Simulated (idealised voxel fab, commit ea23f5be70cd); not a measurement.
Herein follows the process module entitled voxel self aligned vias.
Cross-section cut spans 265 nm and uses square cells 5 nm in size.
Cross-sections here: square-cell grids, written as top-down lists of bands, a band being one or more rows of cells. Top height, bottom height, nm. Materials left to right, width each, nm. Single material + "edge to edge" = fills band edge to edge. "empty" = empty. Ref level 0: as-received wafer is one material below here. Bottom band extends down with no lower bound ("from 0 down"). A width such as "30 to 40" changes by the same amount from each row of cells to the next, from the band's top row to its bottom row. A step reported as "remained the same" is a step in which no cell of the cross-section changed. Any empty space of 8 cells or more lacking an open way to the top shows up in "Enclosed cavities" as width x height at distance, distance from the left edge, in nm. Text after the settings on a step's line: the simulator's own remark on that step. overlay nm: how far to the right of its planned place the mask lay on this masked step (negative: to the left).

Below is the list of planned process steps:
step 1: RECEIVE, material Si
step 2: CONFORMAL_DEP, material SiO2, thk nm 15
step 3: CONFORMAL_DEP, material SiCN, thk nm 5
step 4: DIRECTIONAL_DEP, material SiO2, thk nm 30
step 5: MASKED_ETCH, tone open, mask id LINES, width nm 15, pitch nm 70, etch materials SiO2, depth nm 30, overlay nm 0
step 6: CONFORMAL_DEP, material TiN, thk nm 5
step 7: FILL_DEP, material W, thk nm 10
step 8: CMP, height nm 50
step 9: SELECTIVE_ETCH, etch materials W Ru TiN, depth nm 10
step 10: FILL_DEP, material SiN, thk nm 10
step 11: CMP, height nm 50
step 12: DIRECTIONAL_DEP, material SiO2, thk nm 15
step 13: DIRECTIONAL_DEP, material aC, thk nm 10
step 14: PATTERN, tone open, mask id VIAS, material resist, width nm 45, pitch nm 70, thk nm 25, overlay nm 0
step 15: DIRECTIONAL_ETCH, etch materials aC, depth nm 10
step 16: STRIP, etch materials resist
step 17: DIRECTIONAL_ETCH, etch materials SiO2, depth nm 15
step 18: DIRECTIONAL_ETCH, etch materials SiN, depth nm 10
step 19: STRIP, etch materials aC
step 20: CONFORMAL_DEP, material TiN, thk nm 5
step 21: FILL_DEP, material W, thk nm 10
step 22: CMP, height nm 65
step 23: CONFORMAL_DEP, material SiCN, thk nm 5
Be aware that, although all wafers share a common starting state, the width nm at step 5 differs among them, and the plan displays the first wafer's value.

The first of several wafers as received, shown in cross-section; this is its state after step 1:
- from 0 down  Si edge to edge
- Enclosed cavities: none

Here is how to read the rows: every wafer has a row, and it shows the wafer at the end of the module, giving for each material how many cells were gained (+) or lost (-) since the wafer was received, then listing its closed voids:
width nm 15; +106 SiCN; +501 SiO2; +78 TiN; +57 W; Enclosed cavities: none
width nm 20; +106 SiCN; +483 SiO2; +81 TiN; +72 W; Enclosed cavities: none
width nm 25; +106 SiCN; +465 SiO2; +84 TiN; +87 W; Enclosed cavities: none
width nm 30; +106 SiCN; +447 SiO2; +87 TiN; +102 W; Enclosed cavities: none
width nm 35; +106 SiCN; +429 SiO2; +90 TiN; +117 W; Enclosed cavities: none
width nm 40; +106 SiCN; +411 SiO2; +93 TiN; +132 W; Enclosed cavities: none
